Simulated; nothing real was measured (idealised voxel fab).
process module | voxel spacer lines
cross-section cut | 235 nm wide | cells 5 nm
A cross-section is a grid of square cells, given in bands from the top down. A band is one or more rows of cells.
Each band's line starts with the height of the band's top and of its bottom, in nm. Then come its materials from left to right, each with its width in nm. One material with "throughout" fills the band from edge to edge. "air" is empty space.
Height 0 is the level under which the wafer as received is all one material. The lowest band goes on downwards, as in "0 down".
A width such as "30 to 40" changes by the same amount from each row of cells to the next, from the band's top row to its bottom row.
"no change" after a step means that no cell of the cross-section changed.
closed voids: empty space of 8 cells or more with no open way to the top, each as width x height at its distance from the left edge, in nm
after a step's settings: what the simulator itself notes on the step
overlay nm, on a step with a mask: how far to the right of its planned place the mask lay; to the left if negative
plan
1 op RECEIVE | material Si
2 op CONFORMAL_DEP | material Al2O3 | thk nm 5
3 op DIRECTIONAL_DEP | material W | thk nm 20
4 op DIRECTIONAL_DEP | material polySi | thk nm 30
5 op PATTERN | tone cover | mask id MANDREL | material resist | width nm 20 | pitch nm 60 | thk nm 35 | overlay nm 0
6 op DIRECTIONAL_ETCH | etch materials polySi | depth nm 30
7 op STRIP | etch materials resist
8 op CONFORMAL_DEP | material SiO2 | thk nm 10
9 op DIRECTIONAL_ETCH | etch materials SiO2 | depth nm 10
10 op STRIP | etch materials polySi
11 op DIRECTIONAL_ETCH | etch materials W | depth nm 20
12 op STRIP | etch materials SiO2
13 op FILL_DEP | material SiO2 | thk nm 5
14 op CMP | height nm 25
as received, after step 1
  0 down: Si throughout
  closed voids: none
first wafer at the end, as planned
  25 to 5: SiO2 65 | W 10 | SiO2 20 | W 10 | SiO2 20 | W 10 | SiO2 20 | W 10 | SiO2 70
  5 to 0: Al2O3 throughout
  0 down: Si throughout
  closed voids: none
second wafer at the end: like start, like plan, one mistake
  25 to 5: polySi throughout
  5 to 0: Al2O3 throughout
  0 down: Si throughout
  closed voids: none
what went wrong: steps 3 and 4 were swapped
at the end the second wafer has, in cells: 156 fewer of SiO2 | 32 fewer of W | 188 more of polySi
